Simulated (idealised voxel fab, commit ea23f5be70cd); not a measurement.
process module | voxel self aligned contacts
cross-section cut | 210 nm wide | cells 5 nm
A cross-section is a grid of square cells, given in bands from the top down. A band is one or more rows of cells.
Each band's line starts with the height of the band's top and of its bottom, in nm. Then come its materials from left to right, each with its width in nm. One material with "throughout" fills the band from edge to edge. "air" is empty space.
Height 0 is the level under which the wafer as received is all one material. The lowest band goes on downwards, as in "0 down".
A width such as "30 to 40" changes by the same amount from each row of cells to the next, from the band's top row to its bottom row.
"no change" after a step means that no cell of the cross-section changed.
closed voids: empty space of 8 cells or more with no open way to the top, each as width x height at its distance from the left edge, in nm
after a step's settings: what the simulator itself notes on the step
overlay nm, on a step with a mask: how far to the right of its planned place the mask lay; to the left if negative
plan
1 op RECEIVE | material Si
2 op OXIDIZE | depth nm 5
3 op DIRECTIONAL_DEP | material polySi | thk nm 25
4 op DIRECTIONAL_DEP | material SiN | thk nm 20
5 op PATTERN | tone cover | mask id GATE | material resist | width nm 30 | pitch nm 55 | thk nm 15 | overlay nm 0
6 op DIRECTIONAL_ETCH | etch materials SiN | depth nm 20
7 op DIRECTIONAL_ETCH | etch materials polySi | depth nm 25
8 op STRIP | etch materials resist
9 op CONFORMAL_DEP | material SiN | thk nm 5
10 op DIRECTIONAL_ETCH | etch materials SiN | depth nm 5
11 op FILL_DEP | material SiO2 | thk nm 15
12 op CMP | height nm 55
13 op PATTERN | tone open | mask id CONTACT | material resist | width nm 35 | pitch nm 55 | thk nm 15 | overlay nm -15
14 op DIRECTIONAL_ETCH | etch materials SiO2 | depth nm 60
15 op STRIP | etch materials resist
16 op CONFORMAL_DEP | material TiN | thk nm 5
17 op FILL_DEP | material W | thk nm 10
18 op CMP | height nm 55
19 op CONFORMAL_DEP | material SiCN | thk nm 5
varied across the wafers: overlay nm of step 13. The plan shows the first wafer's value. All wafers start alike
first wafer as received, after step 1
  0 down: Si throughout
  closed voids: none
first wafer at the end, after step 19
  60 to 55: SiCN throughout
  55 to 50: SiO2 45 | TiN 5 | W 25 | TiN 5 | SiO2 20 | TiN 5 | W 25 | TiN 5 | SiO2 75
  50 to 45: SiO2 45 | TiN 35 | SiO2 20 | TiN 35 | SiO2 75
  45 to 25: SiO2 30 | SiN 40 | TiN 10 | SiO2 5 | SiN 40 | TiN 10 | SiO2 5 | SiN 40 | SiO2 30
  25 to 0: SiO2 30 | SiN 5 | polySi 30 | SiN 5 | TiN 10 | SiO2 5 | SiN 5 | polySi 30 | SiN 5 | TiN 10 | SiO2 5 | SiN 5 | polySi 30 | SiN 5 | SiO2 30
  0 to -5: SiO2 70 | TiN 10 | SiO2 45 | TiN 10 | SiO2 75
  -5 down: Si throughout
  closed voids: none
last wafer at the end
  60 to 55: SiCN throughout
  55 to 50: SiO2 75 | TiN 5 | W 25 | TiN 5 | SiO2 20 | TiN 5 | W 25 | TiN 5 | SiO2 45
  50 to 45: SiO2 75 | TiN 35 | SiO2 20 | TiN 35 | SiO2 45
  45 to 25: SiO2 30 | SiN 40 | SiO2 5 | TiN 10 | SiN 40 | SiO2 5 | TiN 10 | SiN 40 | SiO2 30
  25 to 0: SiO2 30 | SiN 5 | polySi 30 | SiN 5 | SiO2 5 | TiN 10 | SiN 5 | polySi 30 | SiN 5 | SiO2 5 | TiN 10 | SiN 5 | polySi 30 | SiN 5 | SiO2 30
  0 to -5: SiO2 75 | TiN 10 | SiO2 45 | TiN 10 | SiO2 70
  -5 down: Si throughout
  closed voids: none
each wafer at the end: cells of each material gained (+) or lost (-) since it was received, then its closed voids
overlay nm -15 | -42 Si | +42 SiCN | +126 SiN | +220 SiO2 | +58 TiN | +10 W | +90 polySi | closed voids: none
overlay nm -10 | -42 Si | +42 SiCN | +126 SiN | +200 SiO2 | +58 TiN | +30 W | +90 polySi | closed voids: none
overlay nm -5 | -42 Si | +42 SiCN | +126 SiN | +200 SiO2 | +58 TiN | +30 W | +90 polySi | closed voids: none
overlay nm 0 | -42 Si | +42 SiCN | +126 SiN | +200 SiO2 | +58 TiN | +30 W | +90 polySi | closed voids: none
overlay nm 5 | -42 Si | +42 SiCN | +126 SiN | +200 SiO2 | +58 TiN | +30 W | +90 polySi | closed voids: none
overlay nm 10 | -42 Si | +42 SiCN | +126 SiN | +200 SiO2 | +58 TiN | +30 W | +90 polySi | closed voids: none
overlay nm 15 | -42 Si | +42 SiCN | +126 SiN | +220 SiO2 | +58 TiN | +10 W | +90 polySi | closed voids: none
